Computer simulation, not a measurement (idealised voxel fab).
Documented hereafter: the process module known as voxel air gaps.
Displayed cross-section: cut, width of 240 nm, square cells sized 5 nm.
Just so we're on the same page, the cross-sections are grids of square cells, and they're listed out in bands top to bottom, each band one or more rows deep.
This entry defines a band. It first specifies the height of the band's top and the height of its bottom in nm, and then specifies the band's materials from left to right, stating each material with its width in nm. The word "edge to edge" identifies a single material that fills the band from edge to edge, while the word "air" identifies empty space.
Heights are reckoned from 0. Under this level, the received wafer is all of one material. The bottommost band is open-ended downward, for example "z 0 and below".
Width "30 to 40": first value at the band's top row of cells, second value at its bottom row, equal change from row to row.
Where a step carries "nothing changed", the cross-section came out of it unchanged, cell for cell.
This entry, "Enclosed internal voids", enumerates those empty regions of no fewer than 8 cells that possess no open connection to the top. Each region is reported in the form width x height at distance, the distance being taken from the left edge, with all three quantities expressed in nm.
Post-settings text on a step line: simulator's own remark regarding the step.
Steps that use a mask can have "overlay nm" on their line. It says how far the mask sat to the right of where it was meant to be. Negative means to the left.
[Intended process steps]
1) RECEIVE, material Si
2) CONFORMAL_DEP, material SiO2, thk nm 15
3) CONFORMAL_DEP, material SiN, thk nm 5
4) DIRECTIONAL_DEP, material SiO2, thk nm 30
5) MASKED_ETCH, tone open, mask id LINES, width nm 25, pitch nm 55, etch materials SiO2, depth nm 30, overlay nm -15
6) CONFORMAL_DEP, material TiN, thk nm 5
7) FILL_DEP, material W, thk nm 5
8) CMP, height nm 50
9) EPI, material Ru, thk nm 10
10) SELECTIVE_ETCH, etch materials SiO2, depth nm 40
11) CONFORMAL_DEP, material SiN, thk nm 5
Keep in mind the plan's value for the overlay nm of step 5 comes from the first wafer; the wafers don't share that setting, but they do share the same starting point.
[Received wafers, first of several: cross-section after step 1]
  z 0 and below | Si edge to edge
  Enclosed internal voids: none
[Heads up, this table goes wafer by wafer. A row tells you, at the end of the module, how many cells of each material that wafer has put on (+) or dropped (-) since it was received, and then its closed voids]
overlay nm -15, +54 Ru, +168 SiN, +144 SiO2, +45 TiN, +45 W, Enclosed internal voids: 20 x 20 at 65; 20 x 20 at 120
overlay nm -10, +54 Ru, +168 SiN, +144 SiO2, +45 TiN, +45 W, Enclosed internal voids: 20 x 20 at 70; 20 x 20 at 125
overlay nm -5, +54 Ru, +168 SiN, +144 SiO2, +45 TiN, +45 W, Enclosed internal voids: 20 x 20 at 75; 20 x 20 at 130
overlay nm 0, +54 Ru, +168 SiN, +144 SiO2, +45 TiN, +45 W, Enclosed internal voids: 20 x 20 at 80; 20 x 20 at 135
overlay nm 5, +54 Ru, +168 SiN, +144 SiO2, +45 TiN, +45 W, Enclosed internal voids: 20 x 20 at 85; 20 x 20 at 140
overlay nm 10, +54 Ru, +168 SiN, +144 SiO2, +45 TiN, +45 W, Enclosed internal voids: 20 x 20 at 90; 20 x 20 at 145
overlay nm 15, +54 Ru, +168 SiN, +144 SiO2, +45 TiN, +45 W, Enclosed internal voids: 20 x 20 at 95; 20 x 20 at 150
